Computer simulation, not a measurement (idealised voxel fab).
The name of this process module is voxel self aligned vias.
In the cross-section labelled cut, the width is 145 nm and each square cell is 5 nm.
Cross-section, as written here: a square-cell grid given band by band from the top down, where a band holds one or more rows of cells. Read a band's entry like this: the first values are the height of its top and the height of its bottom in nm, and what follows is the sequence of materials from left to right, each with its width in nm. Note that "blank" is empty space, and that a single material marked "everywhere" reaches across the band from edge to edge. Counting heights begins at 0, where everything beneath is, in the wafer as received, one material. The lowest band has no bottom; it goes on downwards, as "z 0 and below" shows. Graded width ("30 to 40"): value in top row of band = first number; value in bottom row = second number; row-to-row change constant. Basically "remains unaltered" means that step didn't change any cell in the cross-section. So "Non-vented voids" is basically the list of trapped voids: any empty space of 8 cells or more that can't reach the top through an opening. They're written width x height at distance, the distance being from the left edge, and it's all nm. after a step's settings: what the simulator itself notes on the step. Each step line may optionally specify "overlay nm", which for a step with a mask gives the rightward distance between the mask's planned place and where it lay, a negative value indicating the leftward direction.
Steps in the process plan
1. RECEIVE [material Si]
2. CONFORMAL_DEP [material SiO2] [thk nm 15]
3. CONFORMAL_DEP [material SiCN] [thk nm 5]
4. DIRECTIONAL_DEP [material SiO2] [thk nm 20]
5. PATTERN [tone open] [mask id LINES] [material resist] [width nm 20] [pitch nm 50] [thk nm 20] [overlay nm 0]
6. DIRECTIONAL_ETCH [etch materials SiO2] [depth nm 20]
7. STRIP [etch materials resist]
8. CONFORMAL_DEP [material TiN] [thk nm 5]
9. FILL_DEP [material Ru] [thk nm 10]
10. CMP [height nm 40]
11. SELECTIVE_ETCH [etch materials W Ru TiN] [depth nm 5]
12. FILL_DEP [material SiN] [thk nm 5]
13. CMP [height nm 40]
14. DIRECTIONAL_DEP [material SiO2] [thk nm 15]
15. PATTERN [tone open] [mask id VIAS] [material resist] [width nm 30] [pitch nm 50] [thk nm 20] [overlay nm 0]
16. DIRECTIONAL_ETCH [etch materials SiO2] [depth nm 15]
17. DIRECTIONAL_ETCH [etch materials SiN] [depth nm 5]
18. STRIP [etch materials resist]
19. CONFORMAL_DEP [material TiN] [thk nm 5]
20. FILL_DEP [material W] [thk nm 10]
21. CMP [height nm 55]
22. CONFORMAL_DEP [material SiCN] [thk nm 5]
Wafer cross-section on receipt, i.e. after step 1
    z 0 and below  Si everywhere
    Non-vented voids: none
This is how the wafer looks in cross-section once the module is done, given the starting state and plan above and one mistake in carrying the plan out
    z 60 to 55  SiCN everywhere
    z 55 to 40  SiO2: 30; TiN: 5; W: 20; TiN: 5; SiO2: 20; TiN: 5; W: 20; TiN: 5; SiO2: 35
    z 40 to 35  SiN: 30; TiN: 30; SiN: 20; TiN: 30; SiN: 35
    z 35 to 30  Ru everywhere
    z 30 to 25  TiN: 40; Ru: 10; TiN: 40; Ru: 10; TiN: 45
    z 25 to 10  SiO2: 35; TiN: 5; Ru: 10; TiN: 5; SiO2: 30; TiN: 5; Ru: 10; TiN: 5; SiO2: 40
    z 10 to 5  SiO2: 35; TiN: 20; SiO2: 30; TiN: 20; SiO2: 40
    z 5 to 0  SiCN everywhere
    z 0 and below  Si everywhere
    Non-vented voids: none
Here's what went sideways: plan step 2 never ran because it was skipped
